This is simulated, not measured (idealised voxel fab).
Documented hereafter: the process module known as voxel ribs on slabs.
Displayed cross-section: cut, width of 295 nm, square cells sized 5 nm.
Format of a cross-section: grid, square cells. Given as bands. Order: top down. Band: one or more rows of cells. For a band, the entry starts with two heights in nm, that of the top and then that of the bottom, and carries on with the band's materials in order from left to right, each alongside its width in nm; the word "everywhere" beside a single material means it fills the band edge to edge, and "air" means empty space. Heights are measured from 0, the level below which the as-received wafer is all one material; the lowest band has no bottom and continues downward, written as in "z 0 and below". A width such as "30..40" changes by the same amount from each row of cells to the next, from the band's top row to its bottom row. When a step is marked "nothing altered", none of the cells in the cross-section changed during that step. If an empty space has no open way to the top and is at least 8 cells in size, "Sealed internal voids" lists it, written width x height at distance, where distance is measured from the left edge and every value is in nm. Where a step's line continues beyond its settings, the continuation is a remark by the simulator itself on that step. Among the settings permitted on a step's line is "overlay nm"; applied to a step with a mask, it specifies the extent to which the mask lay to the right of its planned position, whereas a negative figure signifies a position to the left.
**List of planned process steps**
1 RECEIVE, material Si
2 DIRECTIONAL_DEP, material SiO2, thk nm 20
3 DIRECTIONAL_DEP, material polySi, thk nm 20
4 DIRECTIONAL_DEP, material aC, thk nm 10
5 PATTERN, tone cover, mask id RIB, material resist, width nm 15, thk nm 30, overlay nm 0
6 DIRECTIONAL_ETCH, etch materials aC, depth nm 10
7 STRIP, etch materials resist
8 DIRECTIONAL_ETCH, etch materials polySi, depth nm 15
9 STRIP, etch materials aC
10 DIRECTIONAL_DEP, material aC, thk nm 15
11 PATTERN, tone cover, mask id SLAB, material resist, width nm 55, thk nm 35, overlay nm 0
12 DIRECTIONAL_ETCH, etch materials aC, depth nm 15
13 STRIP, etch materials resist
14 DIRECTIONAL_ETCH, etch materials polySi, depth nm 10
15 STRIP, etch materials aC
16 FILL_DEP, material SiO2, thk nm 15
17 CMP, height nm 55
18 DIRECTIONAL_DEP, material TiN, thk nm 10
19 PATTERN, tone cover, mask id HEATER, material resist, width nm 25, thk nm 20, overlay nm 0
20 DIRECTIONAL_ETCH, etch materials TiN, depth nm 10
21 STRIP, etch materials resist
22 CONFORMAL_DEP, material SiO2, thk nm 5
The wafers are alike at the start. At step 3, their thk nm differs. The plan lists the first wafer's value.
**First of several wafers (as received, post step 1), cross-sectional view**
> z 0 and below = Si everywhere
> Sealed internal voids: none
**Per-wafer rows below. For each material: cells gained (+) or lost (-) since the wafer was received, as of end of module. Then: closed voids**
thk nm 20, +692 SiO2, +10 TiN, +20 polySi, Sealed internal voids: none
thk nm 25, +681 SiO2, +10 TiN, +31 polySi, Sealed internal voids: none
thk nm 30, +622 SiO2, +10 TiN, +90 polySi, Sealed internal voids: none
thk nm 35, +563 SiO2, +10 TiN, +149 polySi, Sealed internal voids: none
thk nm 40, +507 SiO2, +10 TiN, +205 polySi, Sealed internal voids: none
